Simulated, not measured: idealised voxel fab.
process module | voxel lift off
cross-section cut | 240 nm wide | cells 5 nm
A cross-section is a grid of square cells, given in bands from the top down. A band is one or more rows of cells.
Each band's line starts with the height of the band's top and of its bottom, in nm. Then come its materials from left to right, each with its width in nm. One material with "throughout" fills the band from edge to edge. "air" is empty space.
Height 0 is the level under which the wafer as received is all one material. The lowest band goes on downwards, as in "0 down".
A width such as "30 to 40" changes by the same amount from each row of cells to the next, from the band's top row to its bottom row.
"no change" after a step means that no cell of the cross-section changed.
closed voids: empty space of 8 cells or more with no open way to the top, each as width x height at its distance from the left edge, in nm
after a step's settings: what the simulator itself notes on the step
overlay nm, on a step with a mask: how far to the right of its planned place the mask lay; to the left if negative
plan
1 op RECEIVE | material Si
2 op CONFORMAL_DEP | material Al2O3 | thk nm 5
3 op PATTERN | tone open | mask id LINES | material resist | width nm 25 | pitch nm 55 | thk nm 20 | overlay nm 0
4 op DIRECTIONAL_DEP | material Ru | thk nm 5
5 op STRIP | etch materials resist
6 op CONFORMAL_DEP | material SiN | thk nm 10
as received, after step 1
  0 down: Si throughout
  closed voids: none
a wafer at the end: this start, this plan, one mistake
  20 to 15: SiN 90 | air 5 | SiN 50 | air 5 | SiN 90
  15 to 10: SiN throughout
  10 to 5: Ru 80 | SiN 25 | Ru 30 | SiN 25 | Ru 80
  5 to 0: Al2O3 throughout
  0 down: Si throughout
  closed voids: none
what went wrong: step 3 ran as: op PATTERN | tone cover | mask id LINES | material resist | width nm 25 | pitch nm 55 | thk nm 20 | overlay nm 0
